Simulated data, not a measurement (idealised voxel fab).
process module | voxel released beams
cross-section cut | 245 nm wide | cells 5 nm
A cross-section is a grid of square cells, given in bands from the top down. A band is one or more rows of cells.
Each band's line starts with the height of the band's top and of its bottom, in nm. Then come its materials from left to right, each with its width in nm. One material with "throughout" fills the band from edge to edge. "air" is empty space.
Height 0 is the level under which the wafer as received is all one material. The lowest band goes on downwards, as in "0 down".
A width such as "30 to 40" changes by the same amount from each row of cells to the next, from the band's top row to its bottom row.
"no change" after a step means that no cell of the cross-section changed.
closed voids: empty space of 8 cells or more with no open way to the top, each as width x height at its distance from the left edge, in nm
after a step's settings: what the simulator itself notes on the step
overlay nm, on a step with a mask: how far to the right of its planned place the mask lay; to the left if negative
plan
1 op RECEIVE | material Si
2 op CONFORMAL_DEP | material Al2O3 | thk nm 5
3 op DIRECTIONAL_DEP | material SiO2 | thk nm 10
4 op PATTERN | tone open | mask id ANCHOR | material resist | width nm 25 | thk nm 20 | overlay nm 0
5 op DIRECTIONAL_ETCH | etch materials SiO2 | depth nm 10
6 op STRIP | etch materials resist
7 op CONFORMAL_DEP | material SiN | thk nm 10
8 op MASKED_ETCH | tone cover | mask id BEAM | width nm 105 | etch materials SiN | depth nm 10 | overlay nm 0
9 op STRIP | etch materials SiO2
first wafer, as planned
as received, after step 1
  0 down: Si throughout
  closed voids: none
after step 2
  5 to 0: Al2O3 throughout
  below 0: unchanged
after step 3
  15 to 5: SiO2 throughout
  below 5: unchanged
after step 4
  35 to 15: resist 70 | air 25 | resist 150
  below 15: unchanged
after step 5
  35 to 15: resist 70 | air 25 | resist 150
  15 to 5: SiO2 70 | air 25 | SiO2 150
  below 5: unchanged
after step 6
  15 to 5: SiO2 70 | air 25 | SiO2 150
  below 5: unchanged
after step 7
  25 to 15: SiN 80 | air 5 | SiN 160
  15 to 5: SiO2 70 | SiN 25 | SiO2 150
  below 5: unchanged
after step 8
  25 to 15: air 65 | SiN 15 | air 5 | SiN 85 | air 75
  below 15: unchanged
after step 9
  25 to 15: air 65 | SiN 15 | air 5 | SiN 85 | air 75
  15 to 5: air 70 | SiN 25 | air 150
  below 5: unchanged
second wafer: like start, like plan, one mistake. Through step 1 it matches the first wafer
when step 2 should have ended
  10 to 0: SiO2 throughout
  below 0: unchanged
when step 3 should have ended
  15 to 10: Al2O3 throughout
  below 10: unchanged
when step 4 should have ended
  35 to 15: resist 70 | air 25 | resist 150
  below 15: unchanged
when step 5 should have ended: no change
when step 6 should have ended
  15 to 10: Al2O3 throughout
  below 10: unchanged
when step 7 should have ended
  25 to 15: SiN throughout
  below 15: unchanged
when step 8 should have ended
  25 to 15: air 65 | SiN 105 | air 75
  below 15: unchanged
when step 9 should have ended: no change
what went wrong: steps 2 and 3 were swapped
at the end the second wafer has, in cells: 8 fewer of SiN | 98 more of SiO2
